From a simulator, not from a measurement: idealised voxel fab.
You're looking at the process module voxel transistor to metal.
cross-section cut | 140 nm wide | cells 5 nm
Reading order for cross-sections: top band down to bottom band. Underlying form: a grid of square cells. Band size: one or more rows of cells.
A band entry consists of two parts. The first gives the height of the band's top and the height of its bottom, in nm. The rest lists the band's materials from left to right, each with its width in nm. A single material labelled with the word "everywhere" fills the band from edge to edge, and the word "empty" marks empty space.
Heights are measured from 0, the level below which the as-received wafer is all one material; the lowest band has no bottom and continues downward, written as in "0 down".
Width spec "30..40" -> top row of cells at first value, bottom row at second value, equal per-row change in between.
Given "no change occurred" for a step, no cell of the cross-section differs between before and after that step.
Enclosed cavity list: empty space of 8 cells or more with no open way to the top, each as width x height at its distance from the left edge, in nm
It should be noted that, on the line of a given step, the content following the step's settings is a remark produced by the simulator itself with respect to that step.
overlay nm, on a step with a mask: how far to the right of its planned place the mask lay; to the left if negative

The following list gives the planned process steps:
1 RECEIVE | material Si
2 CONFORMAL_DEP | material SiO2 | thk nm 5
3 CONFORMAL_DEP | material SiN | thk nm 10
4 MASKED_ETCH | tone cover | mask id ACTIVE | width nm 95 | etch materials SiN | depth nm 10 | overlay nm 0
5 MASKED_ETCH | tone cover | mask id ACTIVE | width nm 95 | etch materials SiO2 | depth nm 5 | overlay nm 0
6 MASKED_ETCH | tone cover | mask id ACTIVE | width nm 95 | etch materials Si | depth nm 35 | overlay nm 0
7 FILL_DEP | material SiO2 | thk nm 10
8 CMP | height nm 15
9 SELECTIVE_ETCH | etch materials SiO2 | depth nm 5
10 STRIP | etch materials SiN
11 SELECTIVE_ETCH | etch materials SiO2 | depth nm 5
12 OXIDIZE | depth nm 5
13 DIRECTIONAL_DEP | material polySi | thk nm 25
14 DIRECTIONAL_DEP | material SiCN | thk nm 15
15 DIRECTIONAL_DEP | material aC | thk nm 10
16 PATTERN | tone cover | mask id GATE | material resist | width nm 15 | thk nm 25 | overlay nm 0
17 DIRECTIONAL_ETCH | etch materials aC | depth nm 10
18 STRIP | etch materials resist
19 DIRECTIONAL_ETCH | etch materials SiCN | depth nm 25
20 DIRECTIONAL_ETCH | etch materials polySi | depth nm 35
21 STRIP | etch materials aC
22 CONFORMAL_DEP | material SiO2 | thk nm 5
23 DIRECTIONAL_ETCH | etch materials SiO2 | depth nm 5
24 CONFORMAL_DEP | material SiN | thk nm 5
25 DIRECTIONAL_ETCH | etch materials SiN | depth nm 5
26 DIRECTIONAL_ETCH | etch materials SiO2 | depth nm 5
27 DIRECTIONAL_ETCH | etch materials Si | depth nm 15
28 EPI | material nSi | thk nm 20
29 FILL_DEP | material SiO2 | thk nm 5
30 CMP | height nm 40
31 DIRECTIONAL_DEP | material SiO2 | thk nm 10
32 MASKED_ETCH | tone open | mask id CONTACT | width nm 30 | pitch nm 55 | etch materials SiO2 | depth nm 35 | overlay nm 0
33 CONFORMAL_DEP | material TiN | thk nm 5
34 FILL_DEP | material W | thk nm 10
35 CMP | height nm 50
36 DIRECTIONAL_DEP | material TiN | thk nm 5
37 DIRECTIONAL_DEP | material Ru | thk nm 20
38 DIRECTIONAL_DEP | material aC | thk nm 15
39 PATTERN | tone cover | mask id METAL_1 | material resist | width nm 20 | pitch nm 65 | thk nm 30 | overlay nm 0
40 DIRECTIONAL_ETCH | etch materials aC | depth nm 15
41 STRIP | etch materials resist
42 DIRECTIONAL_ETCH | etch materials Ru | depth nm 20
43 DIRECTIONAL_ETCH | etch materials TiN | depth nm 5
44 STRIP | etch materials aC
45 CONFORMAL_DEP | material SiCN | thk nm 5
46 FILL_DEP | material SiO2 | thk nm 10
47 CMP | height nm 75
48 CONFORMAL_DEP | material SiN | thk nm 5

So, the first of our two wafers, run just as we planned it:

As-received wafer cross-section (after step 1):
    0 down: Si everywhere
    Enclosed cavity list: none

Once step 2 is through, the wafer looks like this in cross-section:
    5 to 0: SiO2 everywhere
    Rest of section, below 0: as before.

Once step 3 is through, the wafer looks like this in cross-section:
    15 to 5: SiN everywhere
    Rest of section, below 5: as before.

Once step 4 is through, the wafer looks like this in cross-section:
    15 to 5: 20 empty / 95 SiN / 25 empty
    Rest of section, below 5: as before.

Once step 5 is through, the wafer looks like this in cross-section:
    15 to 5: 20 empty / 95 SiN / 25 empty
    5 to 0: 20 empty / 95 SiO2 / 25 empty
    Rest of section, below 0: as before.

Once step 6 is through, the wafer looks like this in cross-section:
    15 to 5: 20 empty / 95 SiN / 25 empty
    5 to 0: 20 empty / 95 SiO2 / 25 empty
    0 to -35: 20 empty / 95 Si / 25 empty
    Rest of section, below -35: as before.

Once step 7 is through, the wafer looks like this in cross-section:
    25 to 15: SiO2 everywhere
    15 to 5: 20 SiO2 / 95 SiN / 25 SiO2
    5 to 0: SiO2 everywhere
    0 to -35: 20 SiO2 / 95 Si / 25 SiO2
    Rest of section, below -35: as before.

Once step 8 is through, the wafer looks like this in cross-section:
    15 to 5: 20 SiO2 / 95 SiN / 25 SiO2
    Rest of section, below 5: as before.

Once step 9 is through, the wafer looks like this in cross-section:
    15 to 10: 20 empty / 95 SiN / 25 empty
    Rest of section, below 10: as before.

Once step 10 is through, the wafer looks like this in cross-section:
    10 to 5: 20 SiO2 / 95 empty / 25 SiO2
    Rest of section, below 5: as before.

Once step 11 is through, the wafer looks like this in cross-section:
    5 to 0: 15 SiO2 / 105 empty / 20 SiO2
    Rest of section, below 0: as before.

Once step 12 is through, the wafer looks like this in cross-section:
    5 to 0: 15 SiO2 / 105 empty / 20 SiO2
    0 to -5: SiO2 everywhere
    Rest of section, below -5: as before.

Once step 13 is through, the wafer looks like this in cross-section:
    30 to 25: 15 polySi / 105 empty / 20 polySi
    25 to 5: polySi everywhere
    5 to 0: 15 SiO2 / 105 polySi / 20 SiO2
    Rest of section, below 0: as before.

Once step 14 is through, the wafer looks like this in cross-section:
    45 to 40: 15 SiCN / 105 empty / 20 SiCN
    40 to 30: SiCN everywhere
    30 to 25: 15 polySi / 105 SiCN / 20 polySi
    Rest of section, below 25: as before.

Once step 15 is through, the wafer looks like this in cross-section:
    55 to 50: 15 aC / 105 empty / 20 aC
    50 to 45: aC everywhere
    45 to 40: 15 SiCN / 105 aC / 20 SiCN
    Rest of section, below 40: as before.

Once step 16 is through, the wafer looks like this in cross-section:
    80 to 55: 60 empty / 15 resist / 65 empty
    55 to 50: 15 aC / 45 empty / 15 resist / 45 empty / 20 aC
    Rest of section, below 50: as before.

Once step 17 is through, the wafer looks like this in cross-section:
    70 to 50: 60 empty / 15 resist / 65 empty
    50 to 45: 60 empty / 15 aC / 65 empty
    45 to 40: 15 SiCN / 45 empty / 15 aC / 45 empty / 20 SiCN
    Rest of section, below 40: as before.

Once step 18 is through, the wafer looks like this in cross-section:
    50 to 45: 60 empty / 15 aC / 65 empty
    Rest of section, below 45: as before.

Once step 19 is through, the wafer looks like this in cross-section:
    50 to 40: 60 empty / 15 aC / 65 empty
    40 to 30: 60 empty / 15 SiCN / 65 empty
    30 to 25: 15 polySi / 45 empty / 15 SiCN / 45 empty / 20 polySi
    Rest of section, below 25: as before.

Once step 20 is through, the wafer looks like this in cross-section:
    50 to 40: 60 empty / 15 aC / 65 empty
    40 to 25: 60 empty / 15 SiCN / 65 empty
    25 to 5: 60 empty / 15 polySi / 65 empty
    5 to 0: 15 SiO2 / 45 empty / 15 polySi / 45 empty / 20 SiO2
    Rest of section, below 0: as before.

Once step 21 is through, the wafer looks like this in cross-section:
    40 to 25: 60 empty / 15 SiCN / 65 empty
    Rest of section, below 25: as before.

Once step 22 is through, the wafer looks like this in cross-section:
    45 to 40: 55 empty / 25 SiO2 / 60 empty
    40 to 25: 55 empty / 5 SiO2 / 15 SiCN / 5 SiO2 / 60 empty
    25 to 10: 55 empty / 5 SiO2 / 15 polySi / 5 SiO2 / 60 empty
    10 to 5: 20 SiO2 / 35 empty / 5 SiO2 / 15 polySi / 5 SiO2 / 35 empty / 25 SiO2
    5 to 0: 60 SiO2 / 15 polySi / 65 SiO2
    Rest of section, below 0: as before.

Once step 23 is through, the wafer looks like this in cross-section:
    40 to 25: 55 empty / 5 SiO2 / 15 SiCN / 5 SiO2 / 60 empty
    25 to 5: 55 empty / 5 SiO2 / 15 polySi / 5 SiO2 / 60 empty
    5 to 0: 20 SiO2 / 35 empty / 5 SiO2 / 15 polySi / 5 SiO2 / 35 empty / 25 SiO2
    Rest of section, below 0: as before.

Once step 24 is through, the wafer looks like this in cross-section:
    45 to 40: 50 empty / 35 SiN / 55 empty
    40 to 25: 50 empty / 5 SiN / 5 SiO2 / 15 SiCN / 5 SiO2 / 5 SiN / 55 empty
    25 to 10: 50 empty / 5 SiN / 5 SiO2 / 15 polySi / 5 SiO2 / 5 SiN / 55 empty
    10 to 5: 25 SiN / 25 empty / 5 SiN / 5 SiO2 / 15 polySi / 5 SiO2 / 5 SiN / 25 empty / 30 SiN
    5 to 0: 20 SiO2 / 35 SiN / 5 SiO2 / 15 polySi / 5 SiO2 / 35 SiN / 25 SiO2
    Rest of section, below 0: as before.

Once step 25 is through, the wafer looks like this in cross-section:
    40 to 25: 50 empty / 5 SiN / 5 SiO2 / 15 SiCN / 5 SiO2 / 5 SiN / 55 empty
    25 to 5: 50 empty / 5 SiN / 5 SiO2 / 15 polySi / 5 SiO2 / 5 SiN / 55 empty
    5 to 0: 20 SiO2 / 5 SiN / 25 empty / 5 SiN / 5 SiO2 / 15 polySi / 5 SiO2 / 5 SiN / 25 empty / 5 SiN / 25 SiO2
    Rest of section, below 0: as before.

Once step 26 is through, the wafer looks like this in cross-section:
    40 to 35: 50 empty / 5 SiN / 5 empty / 15 SiCN / 5 empty / 5 SiN / 55 empty
    35 to 25: 50 empty / 5 SiN / 5 SiO2 / 15 SiCN / 5 SiO2 / 5 SiN / 55 empty
    25 to 5: 50 empty / 5 SiN / 5 SiO2 / 15 polySi / 5 SiO2 / 5 SiN / 55 empty
    5 to 0: 20 empty / 5 SiN / 25 empty / 5 SiN / 5 SiO2 / 15 polySi / 5 SiO2 / 5 SiN / 25 empty / 5 SiN / 25 empty
    0 to -5: 25 SiO2 / 25 empty / 35 SiO2 / 25 empty / 30 SiO2
    Rest of section, below -5: as before.

Once step 27 is through, the wafer looks like this in cross-section:
    40 to 35: 50 empty / 5 SiN / 5 empty / 15 SiCN / 5 empty / 5 SiN / 55 empty
    35 to 25: 50 empty / 5 SiN / 5 SiO2 / 15 SiCN / 5 SiO2 / 5 SiN / 55 empty
    25 to 5: 50 empty / 5 SiN / 5 SiO2 / 15 polySi / 5 SiO2 / 5 SiN / 55 empty
    5 to 0: 20 empty / 5 SiN / 25 empty / 5 SiN / 5 SiO2 / 15 polySi / 5 SiO2 / 5 SiN / 25 empty / 5 SiN / 25 empty
    0 to -5: 25 SiO2 / 25 empty / 35 SiO2 / 25 empty / 30 SiO2
    -5 to -20: 20 SiO2 / 5 Si / 25 empty / 35 Si / 25 empty / 5 Si / 25 SiO2
    Rest of section, below -20: as before.

Once step 28 is through, the wafer looks like this in cross-section:
    40 to 35: 50 empty / 5 SiN / 5 empty / 15 SiCN / 5 empty / 5 SiN / 55 empty
    35 to 25: 50 empty / 5 SiN / 5 SiO2 / 15 SiCN / 5 SiO2 / 5 SiN / 55 empty
    25 to 15: 50 empty / 5 SiN / 5 SiO2 / 15 polySi / 5 SiO2 / 5 SiN / 55 empty
    15 to 5: 15 empty / 35 nSi / 5 SiN / 5 SiO2 / 15 polySi / 5 SiO2 / 5 SiN / 35 nSi / 20 empty
    5 to 0: 15 empty / 5 nSi / 5 SiN / 25 nSi / 5 SiN / 5 SiO2 / 15 polySi / 5 SiO2 / 5 SiN / 25 nSi / 5 SiN / 5 nSi / 20 empty
    0 to -5: 25 SiO2 / 25 nSi / 35 SiO2 / 25 nSi / 30 SiO2
    -5 to -20: 20 SiO2 / 5 Si / 25 nSi / 35 Si / 25 nSi / 5 Si / 25 SiO2
    Rest of section, below -20: as before.

Once step 29 is through, the wafer looks like this in cross-section:
    45 to 40: SiO2 everywhere
    40 to 25: 50 SiO2 / 5 SiN / 5 SiO2 / 15 SiCN / 5 SiO2 / 5 SiN / 55 SiO2
    25 to 15: 50 SiO2 / 5 SiN / 5 SiO2 / 15 polySi / 5 SiO2 / 5 SiN / 55 SiO2
    15 to 5: 15 SiO2 / 35 nSi / 5 SiN / 5 SiO2 / 15 polySi / 5 SiO2 / 5 SiN / 35 nSi / 20 SiO2
    5 to 0: 15 SiO2 / 5 nSi / 5 SiN / 25 nSi / 5 SiN / 5 SiO2 / 15 polySi / 5 SiO2 / 5 SiN / 25 nSi / 5 SiN / 5 nSi / 20 SiO2
    Rest of section, below 0: as before.

Once step 30 is through, the wafer looks like this in cross-section:
    40 to 25: 50 SiO2 / 5 SiN / 5 SiO2 / 15 SiCN / 5 SiO2 / 5 SiN / 55 SiO2
    Rest of section, below 25: as before.

Once step 31 is through, the wafer looks like this in cross-section:
    50 to 40: SiO2 everywhere
    Rest of section, below 40: as before.

Once step 32 is through, the wafer looks like this in cross-section:
    50 to 40: 25 SiO2 / 30 empty / 25 SiO2 / 30 empty / 30 SiO2
    40 to 25: 25 SiO2 / 25 empty / 5 SiN / 5 SiO2 / 15 SiCN / 5 SiO2 / 5 SiN / 25 empty / 30 SiO2
    25 to 15: 25 SiO2 / 25 empty / 5 SiN / 5 SiO2 / 15 polySi / 5 SiO2 / 5 SiN / 25 empty / 30 SiO2
    Rest of section, below 15: as before.

Once step 33 is through, the wafer looks like this in cross-section:
    55 to 50: 30 TiN / 20 empty / 35 TiN / 20 empty / 35 TiN
    50 to 40: 25 SiO2 / 5 TiN / 20..15 empty / 5..10 TiN / 25 SiO2 / 5..10 TiN / 20..15 empty / 5 TiN / 30 SiO2
    40 to 25: 25 SiO2 / 5 TiN / 15 empty / 5 TiN / 5 SiN / 5 SiO2 / 15 SiCN / 5 SiO2 / 5 SiN / 5 TiN / 15 empty / 5 TiN / 30 SiO2
    25 to 20: 25 SiO2 / 5 TiN / 15 empty / 5 TiN / 5 SiN / 5 SiO2 / 15 polySi / 5 SiO2 / 5 SiN / 5 TiN / 15 empty / 5 TiN / 30 SiO2
    20 to 15: 25 SiO2 / 25 TiN / 5 SiN / 5 SiO2 / 15 polySi / 5 SiO2 / 5 SiN / 25 TiN / 30 SiO2
    Rest of section, below 15: as before.

Once step 34 is through, the wafer looks like this in cross-section:
    65 to 55: W everywhere
    55 to 50: 30 TiN / 20 W / 35 TiN / 20 W / 35 TiN
    50 to 40: 25 SiO2 / 5 TiN / 20..15 W / 5..10 TiN / 25 SiO2 / 5..10 TiN / 20..15 W / 5 TiN / 30 SiO2
    40 to 25: 25 SiO2 / 5 TiN / 15 W / 5 TiN / 5 SiN / 5 SiO2 / 15 SiCN / 5 SiO2 / 5 SiN / 5 TiN / 15 W / 5 TiN / 30 SiO2
    25 to 20: 25 SiO2 / 5 TiN / 15 W / 5 TiN / 5 SiN / 5 SiO2 / 15 polySi / 5 SiO2 / 5 SiN / 5 TiN / 15 W / 5 TiN / 30 SiO2
    Rest of section, below 20: as before.

Once step 35 is through, the wafer looks like this in cross-section:
    50 to 40: 25 SiO2 / 5 TiN / 20..15 W / 5..10 TiN / 25 SiO2 / 5..10 TiN / 20..15 W / 5 TiN / 30 SiO2
    Rest of section, below 40: as before.

Once step 36 is through, the wafer looks like this in cross-section:
    55 to 50: TiN everywhere
    Rest of section, below 50: as before.

Once step 37 is through, the wafer looks like this in cross-section:
    75 to 55: Ru everywhere
    Rest of section, below 55: as before.

Once step 38 is through, the wafer looks like this in cross-section:
    90 to 75: aC everywhere
    Rest of section, below 75: as before.

Once step 39 is through, the wafer looks like this in cross-section:
    120 to 90: 25 empty / 20 resist / 45 empty / 20 resist / 30 empty
    Rest of section, below 90: as before.

Once step 40 is through, the wafer looks like this in cross-section:
    105 to 90: 25 empty / 20 resist / 45 empty / 20 resist / 30 empty
    90 to 75: 25 empty / 20 aC / 45 empty / 20 aC / 30 empty
    Rest of section, below 75: as before.

Once step 41 is through, the wafer looks like this in cross-section:
    90 to 75: 25 empty / 20 aC / 45 empty / 20 aC / 30 empty
    Rest of section, below 75: as before.

Once step 42 is through, the wafer looks like this in cross-section:
    90 to 75: 25 empty / 20 aC / 45 empty / 20 aC / 30 empty
    75 to 55: 25 empty / 20 Ru / 45 empty / 20 Ru / 30 empty
    Rest of section, below 55: as before.

Once step 43 is through, the wafer looks like this in cross-section:
    90 to 75: 25 empty / 20 aC / 45 empty / 20 aC / 30 empty
    75 to 55: 25 empty / 20 Ru / 45 empty / 20 Ru / 30 empty
    55 to 50: 25 empty / 20 TiN / 45 empty / 20 TiN / 30 empty
    Rest of section, below 50: as before.

Once step 44 is through, the wafer looks like this in cross-section:
    75 to 55: 25 empty / 20 Ru / 45 empty / 20 Ru / 30 empty
    Rest of section, below 55: as before.

Once step 45 is through, the wafer looks like this in cross-section:
    80 to 75: 20 empty / 30 SiCN / 35 empty / 30 SiCN / 25 empty
    75 to 55: 20 empty / 5 SiCN / 20 Ru / 5 SiCN / 35 empty / 5 SiCN / 20 Ru / 5 SiCN / 25 empty
    55 to 50: 25 SiCN / 20 TiN / 45 SiCN / 20 TiN / 30 SiCN
    Rest of section, below 50: as before.

Once step 46 is through, the wafer looks like this in cross-section:
    90 to 80: SiO2 everywhere
    80 to 75: 20 SiO2 / 30 SiCN / 35 SiO2 / 30 SiCN / 25 SiO2
    75 to 55: 20 SiO2 / 5 SiCN / 20 Ru / 5 SiCN / 35 SiO2 / 5 SiCN / 20 Ru / 5 SiCN / 25 SiO2
    Rest of section, below 55: as before.

Once step 47 is through, the wafer looks like this in cross-section:
    75 to 55: 20 SiO2 / 5 SiCN / 20 Ru / 5 SiCN / 35 SiO2 / 5 SiCN / 20 Ru / 5 SiCN / 25 SiO2
    Rest of section, below 55: as before.

Once step 48 is through, the wafer looks like this in cross-section:
    80 to 75: SiN everywhere
    Rest of section, below 75: as before.

The second wafer was prepared from the same starting point and under the same plan as the first; its processing contained one mistake, and it remains indistinguishable from the first wafer up to and including step 38:

Cross-section of the second wafer at the time step 39 of the plan should have ended:
    120 to 90: 25 resist / 20 empty / 45 resist / 20 empty / 30 resist
    Rest of section, below 90: as before.

Cross-section of the second wafer at the time step 40 of the plan should have ended:
    105 to 90: 25 resist / 20 empty / 45 resist / 20 empty / 30 resist
    90 to 75: 25 aC / 20 empty / 45 aC / 20 empty / 30 aC
    Rest of section, below 75: as before.

Cross-section of the second wafer at the time step 41 of the plan should have ended:
    90 to 75: 25 aC / 20 empty / 45 aC / 20 empty / 30 aC
    Rest of section, below 75: as before.

Cross-section of the second wafer at the time step 42 of the plan should have ended:
    90 to 75: 25 aC / 20 empty / 45 aC / 20 empty / 30 aC
    75 to 55: 25 Ru / 20 empty / 45 Ru / 20 empty / 30 Ru
    Rest of section, below 55: as before.

Cross-section of the second wafer at the time step 43 of the plan should have ended:
    90 to 75: 25 aC / 20 empty / 45 aC / 20 empty / 30 aC
    75 to 55: 25 Ru / 20 empty / 45 Ru / 20 empty / 30 Ru
    55 to 50: 25 TiN / 20 empty / 45 TiN / 20 empty / 30 TiN
    Rest of section, below 50: as before.

Cross-section of the second wafer at the time step 44 of the plan should have ended:
    75 to 55: 25 Ru / 20 empty / 45 Ru / 20 empty / 30 Ru
    Rest of section, below 55: as before.

Cross-section of the second wafer at the time step 45 of the plan should have ended:
    80 to 75: 30 SiCN / 10 empty / 55 SiCN / 10 empty / 35 SiCN
    75 to 55: 25 Ru / 5 SiCN / 10 empty / 5 SiCN / 45 Ru / 5 SiCN / 10 empty / 5 SiCN / 30 Ru
    55 to 50: 25 TiN / 20 SiCN / 45 TiN / 20 SiCN / 30 TiN
    Rest of section, below 50: as before.

Cross-section of the second wafer at the time step 46 of the plan should have ended:
    90 to 80: SiO2 everywhere
    80 to 75: 30 SiCN / 10 SiO2 / 55 SiCN / 10 SiO2 / 35 SiCN
    75 to 55: 25 Ru / 5 SiCN / 10 SiO2 / 5 SiCN / 45 Ru / 5 SiCN / 10 SiO2 / 5 SiCN / 30 Ru
    Rest of section, below 55: as before.

Cross-section of the second wafer at the time step 47 of the plan should have ended:
    75 to 55: 25 Ru / 5 SiCN / 10 SiO2 / 5 SiCN / 45 Ru / 5 SiCN / 10 SiO2 / 5 SiCN / 30 Ru
    Rest of section, below 55: as before.

Cross-section of the second wafer at the time step 48 of the plan should have ended:
    80 to 75: SiN everywhere
    Rest of section, below 75: as before.
Heads up, the wafer didn't run the way we planned it: rather than as planned, step 39 actually ran as PATTERN | tone open | mask id METAL_1 | material resist | width nm 20 | pitch nm 65 | thk nm 30 | overlay nm 0
Wafer comparison, final, in cells, second relative to first, materials more or fewer: Ru: 48 more | SiCN: 12 fewer | SiO2: 48 fewer | TiN: 12 more
